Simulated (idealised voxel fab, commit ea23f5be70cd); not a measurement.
process module | voxel self aligned vias
cross-section cut | 170 nm wide | cells 5 nm
A cross-section is a grid of square cells, given in bands from the top down. A band is one or more rows of cells.
Each band's line starts with the height of the band's top and of its bottom, in nm. Then come its materials from left to right, each with its width in nm. One material with "throughout" fills the band from edge to edge. "air" is empty space.
Height 0 is the level under which the wafer as received is all one material. The lowest band goes on downwards, as in "0 down".
A width such as "30 to 40" changes by the same amount from each row of cells to the next, from the band's top row to its bottom row.
"no change" after a step means that no cell of the cross-section changed.
closed voids: empty space of 8 cells or more with no open way to the top, each as width x height at its distance from the left edge, in nm
after a step's settings: what the simulator itself notes on the step
overlay nm, on a step with a mask: how far to the right of its planned place the mask lay; to the left if negative
plan
1 op RECEIVE | material Si
2 op CONFORMAL_DEP | material SiO2 | thk nm 10
3 op CONFORMAL_DEP | material SiCN | thk nm 5
4 op DIRECTIONAL_DEP | material lowk | thk nm 20
5 op MASKED_ETCH | tone open | mask id LINES | width nm 30 | pitch nm 80 | etch materials lowk | depth nm 20 | overlay nm 0
6 op CONFORMAL_DEP | material TiN | thk nm 5
7 op FILL_DEP | material Ru | thk nm 10
8 op CMP | height nm 35
9 op SELECTIVE_ETCH | etch materials W Ru TiN | depth nm 5
10 op FILL_DEP | material SiN | thk nm 5
11 op CMP | height nm 35
12 op DIRECTIONAL_DEP | material lowk | thk nm 20
13 op DIRECTIONAL_DEP | material aC | thk nm 10
14 op PATTERN | tone open | mask id VIAS | material resist | width nm 50 | thk nm 30 | overlay nm 0
15 op DIRECTIONAL_ETCH | etch materials aC | depth nm 10
16 op STRIP | etch materials resist
17 op DIRECTIONAL_ETCH | etch materials lowk | depth nm 20
18 op DIRECTIONAL_ETCH | etch materials SiN | depth nm 5
19 op STRIP | etch materials aC
20 op CONFORMAL_DEP | material TiN | thk nm 5
21 op FILL_DEP | material Ru | thk nm 10
22 op CMP | height nm 55
23 op CONFORMAL_DEP | material SiCN | thk nm 5
as received, after step 1
  0 down: Si throughout
  closed voids: none
first wafer at the end, as planned
  60 to 55: SiCN throughout
  55 to 40: lowk 20 | TiN 5 | Ru 40 | TiN 5 | lowk 100
  40 to 35: lowk 20 | TiN 15 | Ru 20 | TiN 15 | lowk 100
  35 to 30: lowk 30 | TiN 30 | lowk 50 | SiN 30 | lowk 30
  30 to 20: lowk 30 | TiN 5 | Ru 20 | TiN 5 | lowk 50 | TiN 5 | Ru 20 | TiN 5 | lowk 30
  20 to 15: lowk 30 | TiN 30 | lowk 50 | TiN 30 | lowk 30
  15 to 10: SiCN throughout
  10 to 0: SiO2 throughout
  0 down: Si throughout
  closed voids: none
second wafer at the end: like start, like plan, one mistake
  60 to 55: SiCN throughout
  55 to 40: lowk 30 | TiN 5 | Ru 40 | TiN 5 | lowk 90
  40 to 35: lowk 30 | TiN 5 | Ru 20 | TiN 25 | lowk 90
  35 to 30: lowk 30 | TiN 30 | lowk 50 | SiN 30 | lowk 30
  30 to 20: lowk 30 | TiN 5 | Ru 20 | TiN 5 | lowk 50 | TiN 5 | Ru 20 | TiN 5 | lowk 30
  20 to 15: lowk 30 | TiN 30 | lowk 50 | TiN 30 | lowk 30
  15 to 10: SiCN throughout
  10 to 0: SiO2 throughout
  0 down: Si throughout
  closed voids: none
what went wrong: step 14 ran as: op PATTERN | tone open | mask id VIAS | material resist | width nm 50 | thk nm 30 | overlay nm 10
at the end the second wafer has, in cells: as many of each material as the first, in other places
